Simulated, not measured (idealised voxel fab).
Proc. module: voxel quadruple lines
The cross-section shown here is cut; it is 280 nm wide and divided into square cells measuring 5 nm on a side.
Cross-section format: a grid of square cells, given as bands from top to bottom; each band is one or more rows of cells. Top, bottom (nm), then materials left to right with widths (nm); lone material tagged "throughout" fills the whole band edge to edge; "air" = empty space. Note: height 0 marks the level under which the wafer is uniformly one material as received. Lowest band unbounded below, written "0..down". So if you see something like "30 to 40" for the width, read it as the top row of the band sitting at the first number and the bottom row at the second, with every row in between moving by the same amount as the last. Reading "no alteration" for a step: not a cell of the cross-section changed in it. Reported under the label "Closed void list" are the empty spaces having no open way to the top and comprising 8 cells or more; the notation for each is width x height at distance, in which the distance is measured from the left edge and all three values are in nm. Post-settings text on a step line: simulator's own remark regarding the step. The "overlay nm" setting may appear on a step's line; for a step that uses a mask, it gives how far to the right of its planned position the mask lay, and a negative value indicates the left.
plan
1) RECEIVE | material Si
2) CONFORMAL_DEP | material SiO2 | thk nm 5
3) DIRECTIONAL_DEP | material W | thk nm 10
4) DIRECTIONAL_DEP | material polySi | thk nm 15
5) DIRECTIONAL_DEP | material aC | thk nm 25
6) PATTERN | tone cover | mask id MANDREL | material resist | width nm 30 | thk nm 35 | overlay nm 0
7) DIRECTIONAL_ETCH | etch materials aC | depth nm 25
8) STRIP | etch materials resist
9) CONFORMAL_DEP | material SiO2 | thk nm 10
10) DIRECTIONAL_ETCH | etch materials SiO2 | depth nm 10
11) STRIP | etch materials aC
12) DIRECTIONAL_ETCH | etch materials polySi | depth nm 15
13) STRIP | etch materials SiO2
14) CONFORMAL_DEP | material SiN | thk nm 10
15) DIRECTIONAL_ETCH | etch materials SiN | depth nm 10
16) STRIP | etch materials polySi
17) DIRECTIONAL_ETCH | etch materials W | depth nm 10
18) STRIP | etch materials SiN
Shown in cross-section is the wafer as received, that is, as it stands after step 1
- 0..down: Si throughout
- Closed void list: none
As-planned run: cross-section of the first of two wafers at end of module
- 15..5: air 105 nm, then W 10 nm, then air 10 nm, then W 10 nm, then air 10 nm, then W 10 nm, then air 10 nm, then W 10 nm, then air 105 nm
- 5..0: SiO2 throughout
- 0..down: Si throughout
- Closed void list: none
The second wafer, shown in cross-section after the module: started the same way as the first and given the same plan, yet one mistake crept into how it was run
- 15..5: air 110 nm, then W 10 nm, then air 10 nm, then W 20 nm, then air 10 nm, then W 10 nm, then air 110 nm
- 5..0: SiO2 throughout
- 0..down: Si throughout
- Closed void list: none
Where did the run depart from the plan? step 6 ran with different settings than intended, the actual operation and settings being PATTERN | tone cover | mask id MANDREL | material resist | width nm 20 | thk nm 35 | overlay nm 0
The two final wafers agree on how many cells each material fills and disagree on which cells those are.
